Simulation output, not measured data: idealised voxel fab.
You're looking at the process module voxel trench capacitor.
cross-section cut | 240 nm wide | cells 5 nm
Think of the cross-section as a grid of square cells. We describe it in bands, top to bottom, and each band covers one or more rows of those cells.
A band entry consists of two parts. The first gives the height of the band's top and the height of its bottom, in nm. The rest lists the band's materials from left to right, each with its width in nm. A single material labelled with the word "all across" fills the band from edge to edge, and the word "air" marks empty space.
For the purposes of this specification, 0 denotes the height below which the wafer in its as-received condition is composed wholly of one material, and the lowermost band, lacking a lower limit, extends downward without end, as expressed in "0..down".
The width entry "30 to 40" should be interpreted row by row: the top row of cells in the band takes the first number, the bottom row takes the second number, and the change between adjacent rows is uniform throughout.
Step marked "remained unchanged"? Then no cell in the cross-section changed in it.
Entry "Enclosed cavity list". Content: empty spaces with no open connection to the top, size 8 cells or greater. Each: width x height at distance. Distance: from left edge. Unit: nm.
Anything after a step's settings on that line? It's the simulator's own note about the step.
Regarding "overlay nm": on a step with a mask, it is the distance the mask lay to the right of its planned place; a negative value places it to the left.

[Set out below are the planned steps of the process]
step 1: RECEIVE: material Si
step 2: CONFORMAL_DEP: material SiN, thk nm 5
step 3: DIRECTIONAL_DEP: material aC, thk nm 15
step 4: PATTERN: tone open, mask id TRENCH, material resist, width nm 25, pitch nm 50, thk nm 30, overlay nm 0
step 5: DIRECTIONAL_ETCH: etch materials aC, depth nm 15
step 6: STRIP: etch materials resist
step 7: DIRECTIONAL_ETCH: etch materials SiN, depth nm 5
step 8: DIRECTIONAL_ETCH: etch materials Si, depth nm 25
step 9: STRIP: etch materials aC
step 10: CONFORMAL_DEP: material SiO2, thk nm 5
step 11: FILL_DEP: material polySi, thk nm 10
step 12: CMP: height nm -5
The plan's step 12 height nm is the first wafer's value; the wafers differ in this setting and start identical.

[As received, i.e. after step 1: cross-section through the first of several wafers]
> 0..down: Si all across
> Enclosed cavity list: none

[Cross-section after step 12, the final step of the module, for the first of several wafers]
> -5..-20: Si=55 / SiO2=5 / polySi=15 / SiO2=5 / Si=25 / SiO2=5 / polySi=15 / SiO2=5 / Si=25 / SiO2=5 / polySi=15 / SiO2=5 / Si=60
> -20..-25: Si=55 / SiO2=25 / Si=25 / SiO2=25 / Si=25 / SiO2=25 / Si=60
> -25..down: Si all across
> Enclosed cavity list: none

[The module's end: a cross-section of the last wafer]
> 20..10: polySi all across
> 10..5: SiO2=60 / polySi=15 / SiO2=35 / polySi=15 / SiO2=35 / polySi=15 / SiO2=65
> 5..0: SiN=55 / SiO2=5 / polySi=15 / SiO2=5 / SiN=25 / SiO2=5 / polySi=15 / SiO2=5 / SiN=25 / SiO2=5 / polySi=15 / SiO2=5 / SiN=60
> 0..-20: Si=55 / SiO2=5 / polySi=15 / SiO2=5 / Si=25 / SiO2=5 / polySi=15 / SiO2=5 / Si=25 / SiO2=5 / polySi=15 / SiO2=5 / Si=60
> -20..-25: Si=55 / SiO2=25 / Si=25 / SiO2=25 / Si=25 / SiO2=25 / Si=60
> -25..down: Si all across
> Enclosed cavity list: none

[Below: a row per wafer. Contents at end of module: for every material, cells gained since receipt (+) or lost since receipt (-); then closed voids]
height nm -5 | -108 Si | +33 SiO2 | +27 polySi | Enclosed cavity list: none
height nm 0 | -75 Si | +39 SiO2 | +36 polySi | Enclosed cavity list: none
height nm 5 | -75 Si | +33 SiN | +45 SiO2 | +45 polySi | Enclosed cavity list: none
height nm 10 | -75 Si | +33 SiN | +84 SiO2 | +54 polySi | Enclosed cavity list: none
height nm 15 | -75 Si | +33 SiN | +84 SiO2 | +102 polySi | Enclosed cavity list: none
height nm 20 | -75 Si | +33 SiN | +84 SiO2 | +150 polySi | Enclosed cavity list: none
